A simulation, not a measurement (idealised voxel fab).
process module | voxel self aligned vias
cross-section cut | 170 nm wide | cells 5 nm
A cross-section is a grid of square cells, given in bands from the top down. A band is one or more rows of cells.
Each band's line starts with the height of the band's top and of its bottom, in nm. Then come its materials from left to right, each with its width in nm. One material with "throughout" fills the band from edge to edge. "air" is empty space.
Height 0 is the level under which the wafer as received is all one material. The lowest band goes on downwards, as in "0 down".
A width such as "30 to 40" changes by the same amount from each row of cells to the next, from the band's top row to its bottom row.
"no change" after a step means that no cell of the cross-section changed.
closed voids: empty space of 8 cells or more with no open way to the top, each as width x height at its distance from the left edge, in nm
after a step's settings: what the simulator itself notes on the step
overlay nm, on a step with a mask: how far to the right of its planned place the mask lay; to the left if negative
plan
1 op RECEIVE | material Si
2 op CONFORMAL_DEP | material SiO2 | thk nm 10
3 op CONFORMAL_DEP | material SiCN | thk nm 5
4 op DIRECTIONAL_DEP | material SiO2 | thk nm 30
5 op DIRECTIONAL_DEP | material aC | thk nm 10
6 op PATTERN | tone open | mask id LINES | material resist | width nm 20 | pitch nm 45 | thk nm 25 | overlay nm 0
7 op DIRECTIONAL_ETCH | etch materials aC | depth nm 10
8 op STRIP | etch materials resist
9 op DIRECTIONAL_ETCH | etch materials SiO2 | depth nm 30
10 op STRIP | etch materials aC
11 op CONFORMAL_DEP | material TiN | thk nm 5
12 op FILL_DEP | material W | thk nm 10
13 op CMP | height nm 45
14 op SELECTIVE_ETCH | etch materials W Ru TiN | depth nm 10
15 op FILL_DEP | material SiN | thk nm 10
16 op CMP | height nm 45
17 op DIRECTIONAL_DEP | material SiO2 | thk nm 15
18 op PATTERN | tone open | mask id VIAS | material resist | width nm 30 | pitch nm 45 | thk nm 15 | overlay nm 0
19 op DIRECTIONAL_ETCH | etch materials SiO2 | depth nm 15
20 op DIRECTIONAL_ETCH | etch materials SiN | depth nm 10
21 op STRIP | etch materials resist
22 op CONFORMAL_DEP | material TiN | thk nm 5
23 op FILL_DEP | material W | thk nm 5
24 op CMP | height nm 60
25 op CONFORMAL_DEP | material SiCN | thk nm 5
first wafer, as planned
as received, after step 1
  0 down: Si throughout
  closed voids: none
after step 2
  10 to 0: SiO2 throughout
  below 0: unchanged
after step 3
  15 to 10: SiCN throughout
  below 10: unchanged
after step 4
  45 to 15: SiO2 throughout
  below 15: unchanged
after step 5
  55 to 45: aC throughout
  below 45: unchanged
after step 6
  80 to 55: resist 50 | air 20 | resist 25 | air 20 | resist 55
  below 55: unchanged
after step 7
  70 to 55: resist 50 | air 20 | resist 25 | air 20 | resist 55
  55 to 45: aC 50 | air 20 | aC 25 | air 20 | aC 55
  below 45: unchanged
after step 8
  55 to 45: aC 50 | air 20 | aC 25 | air 20 | aC 55
  below 45: unchanged
after step 9
  55 to 45: aC 50 | air 20 | aC 25 | air 20 | aC 55
  45 to 15: SiO2 50 | air 20 | SiO2 25 | air 20 | SiO2 55
  below 15: unchanged
after step 10
  45 to 15: SiO2 50 | air 20 | SiO2 25 | air 20 | SiO2 55
  below 15: unchanged
after step 11
  50 to 45: TiN 55 | air 10 | TiN 35 | air 10 | TiN 60
  45 to 20: SiO2 50 | TiN 5 | air 10 | TiN 5 | SiO2 25 | TiN 5 | air 10 | TiN 5 | SiO2 55
  20 to 15: SiO2 50 | TiN 20 | SiO2 25 | TiN 20 | SiO2 55
  below 15: unchanged
after step 12
  60 to 50: W throughout
  50 to 45: TiN 55 | W 10 | TiN 35 | W 10 | TiN 60
  45 to 20: SiO2 50 | TiN 5 | W 10 | TiN 5 | SiO2 25 | TiN 5 | W 10 | TiN 5 | SiO2 55
  below 20: unchanged
after step 13
  45 to 20: SiO2 50 | TiN 5 | W 10 | TiN 5 | SiO2 25 | TiN 5 | W 10 | TiN 5 | SiO2 55
  below 20: unchanged
after step 14
  45 to 35: SiO2 50 | air 20 | SiO2 25 | air 20 | SiO2 55
  below 35: unchanged
after step 15
  55 to 45: SiN throughout
  45 to 35: SiO2 50 | SiN 20 | SiO2 25 | SiN 20 | SiO2 55
  below 35: unchanged
after step 16
  45 to 35: SiO2 50 | SiN 20 | SiO2 25 | SiN 20 | SiO2 55
  below 35: unchanged
after step 17
  60 to 45: SiO2 throughout
  below 45: unchanged
after step 18
  75 to 60: resist 45 | air 30 | resist 15 | air 30 | resist 50
  below 60: unchanged
after step 19
  75 to 60: resist 45 | air 30 | resist 15 | air 30 | resist 50
  60 to 45: SiO2 45 | air 30 | SiO2 15 | air 30 | SiO2 50
  below 45: unchanged
after step 20
  75 to 60: resist 45 | air 30 | resist 15 | air 30 | resist 50
  60 to 45: SiO2 45 | air 30 | SiO2 15 | air 30 | SiO2 50
  45 to 35: SiO2 50 | air 20 | SiO2 25 | air 20 | SiO2 55
  below 35: unchanged
after step 21
  60 to 45: SiO2 45 | air 30 | SiO2 15 | air 30 | SiO2 50
  below 45: unchanged
after step 22
  65 to 60: TiN 50 | air 20 | TiN 25 | air 20 | TiN 55
  60 to 50: SiO2 45 | TiN 5 | air 20 | TiN 5 | SiO2 15 | TiN 5 | air 20 | TiN 5 | SiO2 50
  50 to 40: SiO2 45 to 50 | TiN 10 to 5 | air 10 | TiN 10 to 5 | SiO2 15 to 25 | TiN 10 to 5 | air 10 | TiN 10 to 5 | SiO2 50 to 55
  40 to 35: SiO2 50 | TiN 20 | SiO2 25 | TiN 20 | SiO2 55
  below 35: unchanged
after step 23
  70 to 65: W throughout
  65 to 60: TiN 50 | W 20 | TiN 25 | W 20 | TiN 55
  60 to 50: SiO2 45 | TiN 5 | W 20 | TiN 5 | SiO2 15 | TiN 5 | W 20 | TiN 5 | SiO2 50
  50 to 40: SiO2 45 to 50 | TiN 10 to 5 | W 10 | TiN 10 to 5 | SiO2 15 to 25 | TiN 10 to 5 | W 10 | TiN 10 to 5 | SiO2 50 to 55
  below 40: unchanged
after step 24
  60 to 50: SiO2 45 | TiN 5 | W 20 | TiN 5 | SiO2 15 | TiN 5 | W 20 | TiN 5 | SiO2 50
  below 50: unchanged
after step 25
  65 to 60: SiCN throughout
  below 60: unchanged
second wafer: like start, like plan, one mistake. Through step 17 it matches the first wafer
when step 18 should have ended
  75 to 60: resist 50 | air 20 | resist 25 | air 20 | resist 55
  below 60: unchanged
when step 19 should have ended
  75 to 60: resist 50 | air 20 | resist 25 | air 20 | resist 55
  60 to 45: SiO2 50 | air 20 | SiO2 25 | air 20 | SiO2 55
  below 45: unchanged
when step 20 should have ended
  75 to 60: resist 50 | air 20 | resist 25 | air 20 | resist 55
  60 to 35: SiO2 50 | air 20 | SiO2 25 | air 20 | SiO2 55
  below 35: unchanged
when step 21 should have ended
  60 to 35: SiO2 50 | air 20 | SiO2 25 | air 20 | SiO2 55
  below 35: unchanged
when step 22 should have ended
  65 to 60: TiN 55 | air 10 | TiN 35 | air 10 | TiN 60
  60 to 40: SiO2 50 | TiN 5 | air 10 | TiN 5 | SiO2 25 | TiN 5 | air 10 | TiN 5 | SiO2 55
  40 to 35: SiO2 50 | TiN 20 | SiO2 25 | TiN 20 | SiO2 55
  below 35: unchanged
when step 23 should have ended
  70 to 65: W throughout
  65 to 60: TiN 55 | W 10 | TiN 35 | W 10 | TiN 60
  60 to 40: SiO2 50 | TiN 5 | W 10 | TiN 5 | SiO2 25 | TiN 5 | W 10 | TiN 5 | SiO2 55
  below 40: unchanged
when step 24 should have ended
  60 to 40: SiO2 50 | TiN 5 | W 10 | TiN 5 | SiO2 25 | TiN 5 | W 10 | TiN 5 | SiO2 55
  below 40: unchanged
when step 25 should have ended
  65 to 60: SiCN throughout
  below 60: unchanged
what went wrong: step 18 ran as: op PATTERN | tone open | mask id VIAS | material resist | width nm 20 | pitch nm 45 | thk nm 15 | overlay nm 0
at the end the second wafer has, in cells: 12 more of SiO2 | 4 fewer of TiN | 8 fewer of W
